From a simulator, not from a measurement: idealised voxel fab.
The following process module bears the name voxel ribs on slabs.
Section shown: cut. Width: 265 nm. Cell size: 5 nm, square.
A cross-section in this document is a grid of square cells, and it is written down as bands, the top band listed before the ones below it; a band is made up of one or more rows of cells. This entry defines a band. It first specifies the height of the band's top and the height of its bottom in nm, and then specifies the band's materials from left to right, stating each material with its width in nm. The word "everywhere" identifies a single material that fills the band from edge to edge, while the word "blank" identifies empty space. A quick word on heights: they are counted from 0, and under that level the wafer as it came to us is one material throughout. The lowest band is different from the rest in having no bottom; it simply continues downward, written as in "z 0 and below". It should be noted that a width expressed as "30 to 40" varies in equal increments from row to row of cells within the band, taking the value of the first number at the top row and that of the second number at the bottom row. Key: "no change" - step with no changed cell in the cross-section. "Enclosed void list" contains a list of empty spaces, each no smaller than 8 cells and without an open way to the top, written in the form width x height at distance with the distance from the left edge and all three in nm. The remark found on a step's line after its settings is issued by the simulator itself and pertains to that step. You can add "overlay nm" to a step's line. For a step with a mask, it describes how far the mask lay to the right of its planned position, and a negative number describes a lay to the left.
[Planned step list for the process]
| 1 | RECEIVE,material Si |
| 2 | DIRECTIONAL_DEP,material SiO2,thk nm 25 |
| 3 | DIRECTIONAL_DEP,material polySi,thk nm 15 |
| 4 | DIRECTIONAL_DEP,material aC,thk nm 15 |
| 5 | PATTERN,tone cover,mask id RIB,material resist,width nm 20,thk nm 30,overlay nm 0 |
| 6 | DIRECTIONAL_ETCH,etch materials aC,depth nm 15 |
| 7 | STRIP,etch materials resist |
| 8 | DIRECTIONAL_ETCH,etch materials polySi,depth nm 5 |
| 9 | STRIP,etch materials aC |
| 10 | DIRECTIONAL_DEP,material aC,thk nm 10 |
| 11 | PATTERN,tone cover,mask id SLAB,material resist,width nm 50,thk nm 25,overlay nm 0 |
| 12 | DIRECTIONAL_ETCH,etch materials aC,depth nm 10 |
| 13 | STRIP,etch materials resist |
| 14 | DIRECTIONAL_ETCH,etch materials polySi,depth nm 10 |
| 15 | STRIP,etch materials aC |
| 16 | FILL_DEP,material SiO2,thk nm 30 |
| 17 | CMP,height nm 60 |
| 18 | DIRECTIONAL_DEP,material W,thk nm 10 |
| 19 | MASKED_ETCH,tone cover,mask id HEATER,width nm 20,etch materials W,depth nm 10,overlay nm 0 |
| 20 | CONFORMAL_DEP,material SiO2,thk nm 10 |
The value of width nm given for step 19 in the plan refers to the first wafer; the wafers vary in this setting and are alike at the start.
[As-received cross-section, first of several wafers, post step 1]
* z 0 and below  Si everywhere
* Enclosed void list: none
[Note: the following table is arranged by wafer, a row apiece. Each row reports the end-of-module state: per material, cells gained (+) or cells lost (-) compared with the wafer as received; closed voids follow]
width nm 20 | +726 SiO2 | +8 W | +24 polySi | Enclosed void list: none
width nm 25 | +726 SiO2 | +10 W | +24 polySi | Enclosed void list: none
width nm 30 | +726 SiO2 | +12 W | +24 polySi | Enclosed void list: none
width nm 35 | +726 SiO2 | +14 W | +24 polySi | Enclosed void list: none
width nm 40 | +726 SiO2 | +16 W | +24 polySi | Enclosed void list: none
width nm 45 | +726 SiO2 | +18 W | +24 polySi | Enclosed void list: none
